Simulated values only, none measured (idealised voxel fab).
process module | voxel released beams
cross-section cut | 215 nm wide | cells 5 nm
A cross-section is a grid of square cells, given in bands from the top down. A band is one or more rows of cells.
Each band's line starts with the height of the band's top and of its bottom, in nm. Then come its materials from left to right, each with its width in nm. One material with "throughout" fills the band from edge to edge. "air" is empty space.
Height 0 is the level under which the wafer as received is all one material. The lowest band goes on downwards, as in "0 down".
A width such as "30 to 40" changes by the same amount from each row of cells to the next, from the band's top row to its bottom row.
"no change" after a step means that no cell of the cross-section changed.
closed voids: empty space of 8 cells or more with no open way to the top, each as width x height at its distance from the left edge, in nm
after a step's settings: what the simulator itself notes on the step
overlay nm, on a step with a mask: how far to the right of its planned place the mask lay; to the left if negative
plan
1 op RECEIVE | material Si
2 op CONFORMAL_DEP | material Al2O3 | thk nm 5
3 op DIRECTIONAL_DEP | material SiO2 | thk nm 15
4 op DIRECTIONAL_DEP | material aC | thk nm 15
5 op PATTERN | tone open | mask id ANCHOR | material resist | width nm 35 | thk nm 35 | overlay nm 0
6 op DIRECTIONAL_ETCH | etch materials aC | depth nm 15
7 op STRIP | etch materials resist
8 op DIRECTIONAL_ETCH | etch materials SiO2 | depth nm 15
9 op STRIP | etch materials aC
10 op CONFORMAL_DEP | material SiN | thk nm 15
11 op PATTERN | tone cover | mask id BEAM | material resist | width nm 95 | thk nm 15 | overlay nm 0
12 op DIRECTIONAL_ETCH | etch materials SiN | depth nm 15
13 op STRIP | etch materials resist
14 op STRIP | etch materials SiO2
as received, after step 1
  0 down: Si throughout
  closed voids: none
a wafer at the end: this start, this plan, one mistake
  30 to 15: air 55 | SiN 20 | air 5 | SiN 70 | air 65
  15 to 0: air 60 | SiN 35 | air 120
  0 down: Si throughout
  closed voids: none
what went wrong: step 2 was left out
